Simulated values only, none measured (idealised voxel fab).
The following process module bears the name voxel capacitor over wiring.
Pictured: cross-section cut, 220 nm wide, on a grid of 5 nm square cells.
Reading order for cross-sections: top band down to bottom band. Underlying form: a grid of square cells. Band size: one or more rows of cells. Heads up on the band format: heights come first, top then bottom, in nm. After that it's the materials left to right, each with its width in nm. A single material flagged "all across" fills the whole band edge to edge, and "blank" means there's empty space there. Note: height 0 marks the level under which the wafer is uniformly one material as received. Lowest band unbounded below, written "z 0 and below". With a width like "30->40", each row of cells in the band differs from the next by the same amount, the top row carrying the first number and the bottom row the second. Where the words "nothing changed" appear for a step, the cross-section shows no cell changed by that step; every cell remained as before. "Enclosed internal cavities" enumerates empty spaces isolated from the top, with no open way to it, that contain at least 8 cells, giving each as width x height at distance from the left edge, all three in nm. Note: text after step settings on the step line = simulator remark on that step. A step's line can hold "overlay nm"; with a mask on that step, the setting says how far right of the planned place the mask lay, while a negative setting says it lay to the left.

Here's what the planned process steps look like:
1 RECEIVE: material Si
2 CONFORMAL_DEP: material SiO2, thk nm 10
3 CONFORMAL_DEP: material SiCN, thk nm 5
4 DIRECTIONAL_DEP: material lowk, thk nm 15
5 PATTERN: tone open, mask id METAL_1, material resist, width nm 30, pitch nm 85, thk nm 15, overlay nm 0
6 DIRECTIONAL_ETCH: etch materials lowk, depth nm 15
7 DIRECTIONAL_ETCH: etch materials SiCN, depth nm 5
8 STRIP: etch materials resist
9 CONFORMAL_DEP: material TiN, thk nm 5
10 FILL_DEP: material W, thk nm 10
11 CMP: height nm 30
12 CONFORMAL_DEP: material SiCN, thk nm 5
13 DIRECTIONAL_DEP: material lowk, thk nm 10
14 DIRECTIONAL_DEP: material aC, thk nm 15
15 PATTERN: tone open, mask id PLUG_1, material resist, width nm 15, thk nm 30, overlay nm 0
16 DIRECTIONAL_ETCH: etch materials aC, depth nm 15
17 STRIP: etch materials resist
18 DIRECTIONAL_ETCH: etch materials lowk, depth nm 10
19 DIRECTIONAL_ETCH: etch materials SiCN, depth nm 5
20 STRIP: etch materials aC
21 EPI: material Ru, thk nm 10
22 EPI: material Ru, thk nm 5
23 DIRECTIONAL_DEP: material TiN, thk nm 5
24 DIRECTIONAL_DEP: material Al2O3, thk nm 5
25 DIRECTIONAL_DEP: material TiN, thk nm 5
26 PATTERN: tone cover, mask id UPPER_PLATE, material resist, width nm 60, thk nm 20, overlay nm 0
27 DIRECTIONAL_ETCH: etch materials TiN, depth nm 5
28 DIRECTIONAL_ETCH: etch materials Al2O3, depth nm 5
29 STRIP: etch materials resist
30 DIRECTIONAL_DEP: material aC, thk nm 15
31 PATTERN: tone cover, mask id LOWER_PLATE, material resist, width nm 70, thk nm 30, overlay nm 0
32 DIRECTIONAL_ETCH: etch materials aC, depth nm 15
33 STRIP: etch materials resist
34 DIRECTIONAL_ETCH: etch materials TiN, depth nm 5
35 STRIP: etch materials aC
36 FILL_DEP: material SiO2, thk nm 20
37 CMP: height nm 75
38 PATTERN: tone open, mask id PLUG_2, material resist, width nm 15, thk nm 15, overlay nm 0
39 DIRECTIONAL_ETCH: etch materials SiO2, depth nm 15
40 STRIP: etch materials resist
41 CONFORMAL_DEP: material TiN, thk nm 5
42 FILL_DEP: material Cu, thk nm 10
43 CMP: height nm 75
44 CONFORMAL_DEP: material SiN, thk nm 5

So, the first of our two wafers, run just as we planned it:

Step 1 complete: cross-section of the wafer as received:
	z 0 and below  Si all across
	Enclosed internal cavities: none

The wafer in cross-section once step 2 is complete:
	z 10 to 0  SiO2 all across
	All layers under 0 are left as they were.

The wafer in cross-section once step 3 is complete:
	z 15 to 10  SiCN all across
	All layers under 10 are left as they were.

The wafer in cross-section once step 4 is complete:
	z 30 to 15  lowk all across
	All layers under 15 are left as they were.

The wafer in cross-section once step 5 is complete:
	z 45 to 30  50 of resist  30 of blank  55 of resist  30 of blank  55 of resist
	All layers under 30 are left as they were.

The wafer in cross-section once step 6 is complete:
	z 45 to 30  50 of resist  30 of blank  55 of resist  30 of blank  55 of resist
	z 30 to 15  50 of lowk  30 of blank  55 of lowk  30 of blank  55 of lowk
	All layers under 15 are left as they were.

The wafer in cross-section once step 7 is complete:
	z 45 to 30  50 of resist  30 of blank  55 of resist  30 of blank  55 of resist
	z 30 to 15  50 of lowk  30 of blank  55 of lowk  30 of blank  55 of lowk
	z 15 to 10  50 of SiCN  30 of blank  55 of SiCN  30 of blank  55 of SiCN
	All layers under 10 are left as they were.

The wafer in cross-section once step 8 is complete:
	z 30 to 15  50 of lowk  30 of blank  55 of lowk  30 of blank  55 of lowk
	All layers under 15 are left as they were.

The wafer in cross-section once step 9 is complete:
	z 35 to 30  55 of TiN  20 of blank  65 of TiN  20 of blank  60 of TiN
	z 30 to 15  50 of lowk  5 of TiN  20 of blank  5 of TiN  55 of lowk  5 of TiN  20 of blank  5 of TiN  55 of lowk
	z 15 to 10  50 of SiCN  30 of TiN  55 of SiCN  30 of TiN  55 of SiCN
	All layers under 10 are left as they were.

The wafer in cross-section once step 10 is complete:
	z 45 to 35  W all across
	z 35 to 30  55 of TiN  20 of W  65 of TiN  20 of W  60 of TiN
	z 30 to 15  50 of lowk  5 of TiN  20 of W  5 of TiN  55 of lowk  5 of TiN  20 of W  5 of TiN  55 of lowk
	All layers under 15 are left as they were.

The wafer in cross-section once step 11 is complete:
	z 30 to 15  50 of lowk  5 of TiN  20 of W  5 of TiN  55 of lowk  5 of TiN  20 of W  5 of TiN  55 of lowk
	All layers under 15 are left as they were.

The wafer in cross-section once step 12 is complete:
	z 35 to 30  SiCN all across
	All layers under 30 are left as they were.

The wafer in cross-section once step 13 is complete:
	z 45 to 35  lowk all across
	All layers under 35 are left as they were.

The wafer in cross-section once step 14 is complete:
	z 60 to 45  aC all across
	All layers under 45 are left as they were.

The wafer in cross-section once step 15 is complete:
	z 90 to 60  65 of resist  15 of blank  140 of resist
	All layers under 60 are left as they were.

The wafer in cross-section once step 16 is complete:
	z 75 to 60  65 of resist  15 of blank  140 of resist
	z 60 to 45  65 of aC  15 of blank  140 of aC
	All layers under 45 are left as they were.

The wafer in cross-section once step 17 is complete:
	z 60 to 45  65 of aC  15 of blank  140 of aC
	All layers under 45 are left as they were.

The wafer in cross-section once step 18 is complete:
	z 60 to 45  65 of aC  15 of blank  140 of aC
	z 45 to 35  65 of lowk  15 of blank  140 of lowk
	All layers under 35 are left as they were.

The wafer in cross-section once step 19 is complete:
	z 60 to 45  65 of aC  15 of blank  140 of aC
	z 45 to 35  65 of lowk  15 of blank  140 of lowk
	z 35 to 30  65 of SiCN  15 of blank  140 of SiCN
	All layers under 30 are left as they were.

The wafer in cross-section once step 20 is complete:
	z 45 to 35  65 of lowk  15 of blank  140 of lowk
	All layers under 35 are left as they were.

The wafer in cross-section once step 21 is complete:
	z 45 to 40  65 of lowk  15 of blank  140 of lowk
	z 40 to 35  65 of lowk  15 of Ru  140 of lowk
	z 35 to 30  65 of SiCN  15 of Ru  140 of SiCN
	All layers under 30 are left as they were.

The wafer in cross-section once step 22 is complete:
	z 45 to 35  65 of lowk  15 of Ru  140 of lowk
	All layers under 35 are left as they were.

The wafer in cross-section once step 23 is complete:
	z 50 to 45  TiN all across
	All layers under 45 are left as they were.

The wafer in cross-section once step 24 is complete:
	z 55 to 50  Al2O3 all across
	All layers under 50 are left as they were.

The wafer in cross-section once step 25 is complete:
	z 60 to 55  TiN all across
	All layers under 55 are left as they were.

The wafer in cross-section once step 26 is complete:
	z 80 to 60  65 of blank  60 of resist  95 of blank
	All layers under 60 are left as they were.

The wafer in cross-section once step 27 is complete:
	z 80 to 60  65 of blank  60 of resist  95 of blank
	z 60 to 55  65 of blank  60 of TiN  95 of blank
	All layers under 55 are left as they were.

The wafer in cross-section once step 28 is complete:
	z 80 to 60  65 of blank  60 of resist  95 of blank
	z 60 to 55  65 of blank  60 of TiN  95 of blank
	z 55 to 50  65 of blank  60 of Al2O3  95 of blank
	All layers under 50 are left as they were.

The wafer in cross-section once step 29 is complete:
	z 60 to 55  65 of blank  60 of TiN  95 of blank
	All layers under 55 are left as they were.

The wafer in cross-section once step 30 is complete:
	z 75 to 65  65 of blank  60 of aC  95 of blank
	z 65 to 60  aC all across
	z 60 to 55  65 of aC  60 of TiN  95 of aC
	z 55 to 50  65 of aC  60 of Al2O3  95 of aC
	All layers under 50 are left as they were.

The wafer in cross-section once step 31 is complete:
	z 105 to 75  60 of blank  70 of resist  90 of blank
	z 75 to 65  60 of blank  5 of resist  60 of aC  5 of resist  90 of blank
	All layers under 65 are left as they were.

The wafer in cross-section once step 32 is complete:
	z 90 to 75  60 of blank  70 of resist  90 of blank
	z 75 to 65  60 of blank  5 of resist  60 of aC  5 of resist  90 of blank
	z 65 to 60  60 of blank  70 of aC  90 of blank
	z 60 to 55  60 of blank  5 of aC  60 of TiN  5 of aC  90 of blank
	z 55 to 50  60 of blank  5 of aC  60 of Al2O3  5 of aC  90 of blank
	All layers under 50 are left as they were.

The wafer in cross-section once step 33 is complete:
	z 75 to 65  65 of blank  60 of aC  95 of blank
	All layers under 65 are left as they were.

The wafer in cross-section once step 34 is complete:
	z 75 to 65  65 of blank  60 of aC  95 of blank
	z 65 to 60  60 of blank  70 of aC  90 of blank
	z 60 to 55  60 of blank  5 of aC  60 of TiN  5 of aC  90 of blank
	z 55 to 50  60 of blank  5 of aC  60 of Al2O3  5 of aC  90 of blank
	z 50 to 45  60 of blank  70 of TiN  90 of blank
	All layers under 45 are left as they were.

The wafer in cross-section once step 35 is complete:
	z 60 to 55  65 of blank  60 of TiN  95 of blank
	z 55 to 50  65 of blank  60 of Al2O3  95 of blank
	All layers under 50 are left as they were.

The wafer in cross-section once step 36 is complete:
	z 80 to 60  SiO2 all across
	z 60 to 55  65 of SiO2  60 of TiN  95 of SiO2
	z 55 to 50  65 of SiO2  60 of Al2O3  95 of SiO2
	z 50 to 45  60 of SiO2  70 of TiN  90 of SiO2
	All layers under 45 are left as they were.

The wafer in cross-section once step 37 is complete:
	z 75 to 60  SiO2 all across
	All layers under 60 are left as they were.

The wafer in cross-section once step 38 is complete:
	z 90 to 75  75 of resist  15 of blank  130 of resist
	All layers under 75 are left as they were.

The wafer in cross-section once step 39 is complete:
	z 90 to 75  75 of resist  15 of blank  130 of resist
	z 75 to 60  75 of SiO2  15 of blank  130 of SiO2
	All layers under 60 are left as they were.

The wafer in cross-section once step 40 is complete:
	z 75 to 60  75 of SiO2  15 of blank  130 of SiO2
	All layers under 60 are left as they were.

The wafer in cross-section once step 41 is complete:
	z 80 to 75  80 of TiN  5 of blank  135 of TiN
	z 75 to 65  75 of SiO2  5 of TiN  5 of blank  5 of TiN  130 of SiO2
	z 65 to 55  75->65 of SiO2  15->60 of TiN  130->95 of SiO2
	All layers under 55 are left as they were.

The wafer in cross-section once step 42 is complete:
	z 90 to 80  Cu all across
	z 80 to 75  80 of TiN  5 of Cu  135 of TiN
	z 75 to 65  75 of SiO2  5 of TiN  5 of Cu  5 of TiN  130 of SiO2
	All layers under 65 are left as they were.

The wafer in cross-section once step 43 is complete:
	z 75 to 65  75 of SiO2  5 of TiN  5 of Cu  5 of TiN  130 of SiO2
	All layers under 65 are left as they were.

The wafer in cross-section once step 44 is complete:
	z 80 to 75  SiN all across
	All layers under 75 are left as they were.

The second wafer: identical to the first at the outset and in its planned sequence, differing only in that one mistake was made during processing; up to and including step 20, its path is the first wafer's path:

The second wafer in cross-section, at the planned close of step 21:
	z 50 to 45  60 of blank  25 of Ru  135 of blank
	z 45 to 35  65 of lowk  15 of Ru  140 of lowk
	z 35 to 30  65 of SiCN  15 of Ru  140 of SiCN
	All layers under 30 are left as they were.

The second wafer in cross-section, at the planned close of step 22:
	z 55 to 45  55 of blank  35 of Ru  130 of blank
	All layers under 45 are left as they were.

The second wafer in cross-section, at the planned close of step 23:
	z 60 to 55  55 of blank  35 of TiN  130 of blank
	z 55 to 50  55 of blank  35 of Ru  130 of blank
	z 50 to 45  55 of TiN  35 of Ru  130 of TiN
	All layers under 45 are left as they were.

The second wafer in cross-section, at the planned close of step 24:
	z 65 to 60  55 of blank  35 of Al2O3  130 of blank
	z 60 to 55  55 of blank  35 of TiN  130 of blank
	z 55 to 50  55 of Al2O3  35 of Ru  130 of Al2O3
	All layers under 50 are left as they were.

The second wafer in cross-section, at the planned close of step 25:
	z 70 to 65  55 of blank  35 of TiN  130 of blank
	z 65 to 60  55 of blank  35 of Al2O3  130 of blank
	z 60 to 55  TiN all across
	All layers under 55 are left as they were.

The second wafer in cross-section, at the planned close of step 26:
	z 90 to 70  65 of blank  60 of resist  95 of blank
	z 70 to 65  55 of blank  35 of TiN  35 of resist  95 of blank
	z 65 to 60  55 of blank  35 of Al2O3  35 of resist  95 of blank
	All layers under 60 are left as they were.

The second wafer in cross-section, at the planned close of step 27:
	z 90 to 70  65 of blank  60 of resist  95 of blank
	z 70 to 65  65 of blank  25 of TiN  35 of resist  95 of blank
	z 65 to 60  55 of blank  35 of Al2O3  35 of resist  95 of blank
	z 60 to 55  55 of blank  70 of TiN  95 of blank
	All layers under 55 are left as they were.

The second wafer in cross-section, at the planned close of step 28:
	z 90 to 70  65 of blank  60 of resist  95 of blank
	z 70 to 65  65 of blank  25 of TiN  35 of resist  95 of blank
	z 65 to 60  65 of blank  25 of Al2O3  35 of resist  95 of blank
	z 60 to 55  55 of blank  70 of TiN  95 of blank
	z 55 to 50  55 of blank  35 of Ru  35 of Al2O3  95 of blank
	All layers under 50 are left as they were.

The second wafer in cross-section, at the planned close of step 29:
	z 70 to 65  65 of blank  25 of TiN  130 of blank
	z 65 to 60  65 of blank  25 of Al2O3  130 of blank
	All layers under 60 are left as they were.

The second wafer in cross-section, at the planned close of step 30:
	z 85 to 75  65 of blank  25 of aC  130 of blank
	z 75 to 70  55 of blank  70 of aC  95 of blank
	z 70 to 65  55 of blank  10 of aC  25 of TiN  35 of aC  95 of blank
	z 65 to 60  65 of aC  25 of Al2O3  130 of aC
	z 60 to 55  55 of aC  70 of TiN  95 of aC
	z 55 to 50  55 of aC  35 of Ru  35 of Al2O3  95 of aC
	All layers under 50 are left as they were.

The second wafer in cross-section, at the planned close of step 31:
	z 115 to 85  60 of blank  70 of resist  90 of blank
	z 85 to 75  60 of blank  5 of resist  25 of aC  40 of resist  90 of blank
	z 75 to 70  55 of blank  70 of aC  5 of resist  90 of blank
	z 70 to 65  55 of blank  10 of aC  25 of TiN  35 of aC  5 of resist  90 of blank
	All layers under 65 are left as they were.

The second wafer in cross-section, at the planned close of step 32:
	z 100 to 85  60 of blank  70 of resist  90 of blank
	z 85 to 75  60 of blank  5 of resist  25 of aC  40 of resist  90 of blank
	z 75 to 70  60 of blank  65 of aC  5 of resist  90 of blank
	z 70 to 65  60 of blank  5 of aC  25 of TiN  35 of aC  5 of resist  90 of blank
	z 65 to 60  60 of blank  5 of aC  25 of Al2O3  40 of aC  90 of blank
	z 60 to 55  55 of blank  70 of TiN  5 of aC  90 of blank
	z 55 to 50  55 of blank  35 of Ru  35 of Al2O3  5 of aC  90 of blank
	All layers under 50 are left as they were.

The second wafer in cross-section, at the planned close of step 33:
	z 85 to 75  65 of blank  25 of aC  130 of blank
	z 75 to 70  60 of blank  65 of aC  95 of blank
	z 70 to 65  60 of blank  5 of aC  25 of TiN  35 of aC  95 of blank
	All layers under 65 are left as they were.

The second wafer in cross-section, at the planned close of step 34:
	z 85 to 75  65 of blank  25 of aC  130 of blank
	z 75 to 70  60 of blank  65 of aC  95 of blank
	z 70 to 65  60 of blank  5 of aC  25 of TiN  35 of aC  95 of blank
	z 65 to 60  60 of blank  5 of aC  25 of Al2O3  40 of aC  90 of blank
	z 60 to 55  60 of blank  65 of TiN  5 of aC  90 of blank
	z 55 to 50  55 of blank  35 of Ru  35 of Al2O3  5 of aC  90 of blank
	z 50 to 45  55 of blank  35 of Ru  40 of TiN  90 of blank
	All layers under 45 are left as they were.

The second wafer in cross-section, at the planned close of step 35:
	z 70 to 65  65 of blank  25 of TiN  130 of blank
	z 65 to 60  65 of blank  25 of Al2O3  130 of blank
	z 60 to 55  60 of blank  65 of TiN  95 of blank
	z 55 to 50  55 of blank  35 of Ru  35 of Al2O3  95 of blank
	All layers under 50 are left as they were.

The second wafer in cross-section, at the planned close of step 36:
	z 90 to 70  SiO2 all across
	z 70 to 65  65 of SiO2  25 of TiN  130 of SiO2
	z 65 to 60  65 of SiO2  25 of Al2O3  130 of SiO2
	z 60 to 55  60 of SiO2  65 of TiN  95 of SiO2
	z 55 to 50  55 of SiO2  35 of Ru  35 of Al2O3  95 of SiO2
	z 50 to 45  55 of SiO2  35 of Ru  40 of TiN  90 of SiO2
	All layers under 45 are left as they were.

The second wafer in cross-section, at the planned close of step 37:
	z 75 to 70  SiO2 all across
	All layers under 70 are left as they were.

The second wafer in cross-section, at the planned close of step 38:
	z 90 to 75  75 of resist  15 of blank  130 of resist
	All layers under 75 are left as they were.

The second wafer in cross-section, at the planned close of step 39:
	z 90 to 75  75 of resist  15 of blank  130 of resist
	z 75 to 70  75 of SiO2  15 of blank  130 of SiO2
	All layers under 70 are left as they were.

The second wafer in cross-section, at the planned close of step 40:
	z 75 to 70  75 of SiO2  15 of blank  130 of SiO2
	All layers under 70 are left as they were.

The second wafer in cross-section, at the planned close of step 41:
	z 80 to 75  80 of TiN  5 of blank  135 of TiN
	z 75 to 65  75->65 of SiO2  15->25 of TiN  130 of SiO2
	All layers under 65 are left as they were.

The second wafer in cross-section, at the planned close of step 42:
	z 90 to 80  Cu all across
	z 80 to 75  80 of TiN  5 of Cu  135 of TiN
	All layers under 75 are left as they were.

The second wafer in cross-section, at the planned close of step 43:
	z 75 to 65  75->65 of SiO2  15->25 of TiN  130 of SiO2
	All layers under 65 are left as they were.

The second wafer in cross-section, at the planned close of step 44:
	z 80 to 75  SiN all across
	All layers under 75 are left as they were.
Diagnosis: step 21 of the plan was executed twice over
It is noted that, at the conclusion of processing, the second wafer exhibits a higher or lower cell count for certain materials relative to the first: -2 Cu | +14 Ru | -8 SiO2 | -4 TiN
